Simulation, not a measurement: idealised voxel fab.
Module name: voxel transistor to metal (process module)
Section shown: cut. Width: 170 nm. Cell size: 5 nm, square.
Square cells in a grid make up a cross-section in this document, and the grid is given as bands, listed from the top down, each one or more rows of cells. Basically the band line says how high the top is and how high the bottom is, in nm, and then what's in it from left to right, every material with its width in nm. Empty space shows up as "blank", and if a single material carries "everywhere" it runs the full band edge to edge. All heights in this document are referenced to 0, defined as the level beneath which the wafer, as received, consists entirely of one material. The lowest band is not bounded below; it extends indefinitely downward and is written in the form "0 and below". Think of "30 to 40" as a width that walks from the first number to the second as you go down the band, top row to bottom row, taking equal-sized steps from row to row. Given "nothing got changed" for a step, no cell of the cross-section differs between before and after that step. In the "Enclosed cavity list" entry, you get each enclosed empty space of 8 cells or more, one with no open way to the top, written width x height at distance, distance from the left edge, in nm. Post-settings text on a step line: simulator's own remark regarding the step. overlay nm: for a step with a mask, the amount by which the mask lay right of where it was planned; a negative amount means left of it.
Here's what the planned process steps look like
1. op RECEIVE | material Si
2. op OXIDIZE | depth nm 5
3. op CONFORMAL_DEP | material SiN | thk nm 10
4. op DIRECTIONAL_DEP | material aC | thk nm 10
5. op PATTERN | tone cover | mask id ACTIVE | material resist | width nm 105 | thk nm 25 | overlay nm 0
6. op DIRECTIONAL_ETCH | etch materials aC | depth nm 10
7. op STRIP | etch materials resist
8. op DIRECTIONAL_ETCH | etch materials SiN | depth nm 10
9. op DIRECTIONAL_ETCH | etch materials SiO2 | depth nm 5
10. op DIRECTIONAL_ETCH | etch materials Si | depth nm 30
11. op STRIP | etch materials aC
12. op FILL_DEP | material SiO2 | thk nm 10
13. op CMP | height nm 10
14. op SELECTIVE_ETCH | etch materials SiO2 | depth nm 10
15. op STRIP | etch materials SiN
16. op SELECTIVE_ETCH | etch materials SiO2 | depth nm 5
17. op OXIDIZE | depth nm 5
18. op DIRECTIONAL_DEP | material polySi | thk nm 30
19. op DIRECTIONAL_DEP | material SiCN | thk nm 15
20. op DIRECTIONAL_DEP | material aC | thk nm 10
21. op PATTERN | tone cover | mask id GATE | material resist | width nm 25 | thk nm 25 | overlay nm 0
22. op DIRECTIONAL_ETCH | etch materials aC | depth nm 10
23. op STRIP | etch materials resist
24. op DIRECTIONAL_ETCH | etch materials SiCN | depth nm 25
25. op DIRECTIONAL_ETCH | etch materials polySi | depth nm 40
26. op STRIP | etch materials aC
27. op CONFORMAL_DEP | material SiN | thk nm 10
28. op DIRECTIONAL_ETCH | etch materials SiN | depth nm 10
29. op DIRECTIONAL_ETCH | etch materials SiO2 | depth nm 5
30. op DIRECTIONAL_ETCH | etch materials Si | depth nm 5
31. op EPI | material nSi | thk nm 5
32. op FILL_DEP | material SiO2 | thk nm 5
33. op CMP | height nm 25
34. op STRIP | etch materials polySi
35. op SELECTIVE_ETCH | etch materials SiO2 | depth nm 5
36. op CONFORMAL_DEP | material HfO2 | thk nm 5
37. op CONFORMAL_DEP | material TiN | thk nm 5
38. op FILL_DEP | material W | thk nm 5
39. op CMP | height nm 20
40. op DIRECTIONAL_DEP | material SiO2 | thk nm 10
41. op MASKED_ETCH | tone open | mask id CONTACT | width nm 20 | pitch nm 75 | etch materials SiO2 | depth nm 40 | overlay nm 0
42. op CONFORMAL_DEP | material TiN | thk nm 5
43. op FILL_DEP | material Ru | thk nm 10
44. op CMP | height nm 30
45. op CONFORMAL_DEP | material SiCN | thk nm 5
46. op DIRECTIONAL_DEP | material SiO2 | thk nm 25
47. op DIRECTIONAL_DEP | material aC | thk nm 10
48. op PATTERN | tone open | mask id METAL_1 | material resist | width nm 20 | pitch nm 75 | thk nm 30 | overlay nm 0
49. op DIRECTIONAL_ETCH | etch materials aC | depth nm 10
50. op STRIP | etch materials resist
51. op DIRECTIONAL_ETCH | etch materials SiO2 | depth nm 25
52. op DIRECTIONAL_ETCH | etch materials SiCN | depth nm 5
53. op STRIP | etch materials aC
54. op CONFORMAL_DEP | material TiN | thk nm 5
55. op FILL_DEP | material Cu | thk nm 5
56. op CMP | height nm 60
57. op CONFORMAL_DEP | material SiN | thk nm 5
So this is the incoming wafer in cross-section - it's already been through step 1
    0 and below: Si everywhere
    Enclosed cavity list: none
First wafer of two, sectioned at end of module; run went per plan
    65 down to 60: SiN everywhere
    60 down to 35: SiO2 35 nm, TiN 5 nm, Cu 10 nm, TiN 5 nm, SiO2 55 nm, TiN 5 nm, Cu 10 nm, TiN 5 nm, SiO2 40 nm
    35 down to 30: SiCN 35 nm, TiN 20 nm, SiCN 55 nm, TiN 20 nm, SiCN 40 nm
    30 down to 20: SiO2 35 nm, TiN 5 nm, Ru 10 nm, TiN 5 nm, SiO2 55 nm, TiN 5 nm, Ru 10 nm, TiN 5 nm, SiO2 40 nm
    20 down to 0: SiO2 35 nm, TiN 5 nm, Ru 10 nm, TiN 5 nm, SiO2 5 nm, SiN 10 nm, HfO2 5 nm, TiN 5 nm, W 5 nm, TiN 5 nm, HfO2 5 nm, SiN 10 nm, SiO2 5 nm, TiN 5 nm, Ru 10 nm, TiN 5 nm, SiO2 40 nm
    0 down to -5: SiO2 35 nm, TiN 5 nm, Ru 10 nm, TiN 5 nm, SiO2 5 nm, SiN 10 nm, HfO2 5 nm, TiN 15 nm, HfO2 5 nm, SiN 10 nm, SiO2 5 nm, TiN 5 nm, Ru 10 nm, TiN 5 nm, SiO2 40 nm
    -5 down to -10: SiO2 35 nm, TiN 20 nm, nSi 5 nm, SiO2 5 nm, HfO2 35 nm, SiO2 5 nm, nSi 5 nm, TiN 20 nm, SiO2 40 nm
    -10 down to -15: SiO2 30 nm, nSi 30 nm, Si 45 nm, nSi 30 nm, SiO2 35 nm
    -15 down to -35: SiO2 30 nm, Si 105 nm, SiO2 35 nm
    -35 and below: Si everywhere
    Enclosed cavity list: none
Cross-section, second wafer: same start as the first, same plan as the first, one mistake in running it; taken at the end of the module
    65 down to 60: SiN everywhere
    60 down to 35: SiO2 35 nm, TiN 5 nm, Cu 10 nm, TiN 5 nm, SiO2 55 nm, TiN 5 nm, Cu 10 nm, TiN 5 nm, SiO2 40 nm
    35 down to 30: SiCN 35 nm, TiN 20 nm, SiCN 55 nm, TiN 20 nm, SiCN 40 nm
    30 down to 25: Ru 30 nm, TiN 5 nm, SiO2 20 nm, TiN 5 nm, Ru 45 nm, TiN 5 nm, SiO2 20 nm, TiN 5 nm, Ru 35 nm
    25 down to 20: Ru 30 nm, TiN 5 nm, SiO2 20 nm, TiN 55 nm, SiO2 20 nm, TiN 5 nm, Ru 35 nm
    20 down to 0: Ru 30 nm, TiN 5 nm, SiO2 20 nm, TiN 5 nm, SiN 10 nm, HfO2 5 nm, TiN 5 nm, W 5 nm, TiN 5 nm, HfO2 5 nm, SiN 10 nm, TiN 5 nm, SiO2 20 nm, TiN 5 nm, Ru 35 nm
    0 down to -5: Ru 30 nm, TiN 5 nm, SiO2 20 nm, TiN 5 nm, SiN 10 nm, HfO2 5 nm, TiN 15 nm, HfO2 5 nm, SiN 10 nm, TiN 5 nm, SiO2 20 nm, TiN 5 nm, Ru 35 nm
    -5 down to -10: TiN 35 nm, SiO2 20 nm, nSi 5 nm, SiO2 5 nm, HfO2 35 nm, SiO2 5 nm, nSi 5 nm, SiO2 20 nm, TiN 40 nm
    -10 down to -15: SiO2 30 nm, nSi 30 nm, Si 45 nm, nSi 30 nm, SiO2 35 nm
    -15 down to -35: SiO2 30 nm, Si 105 nm, SiO2 35 nm
    -35 and below: Si everywhere
    Enclosed cavity list: none
Finding, execution versus plan: heads up, step 41 didn't go per plan, it actually ran as op MASKED_ETCH | tone cover | mask id CONTACT | width nm 20 | pitch nm 75 | etch materials SiO2 | depth nm 40 | overlay nm 0
Per the end-of-run cell counts, the second wafer holds more or fewer of some materials than the first: +72 Ru | -88 SiO2 | +16 TiN
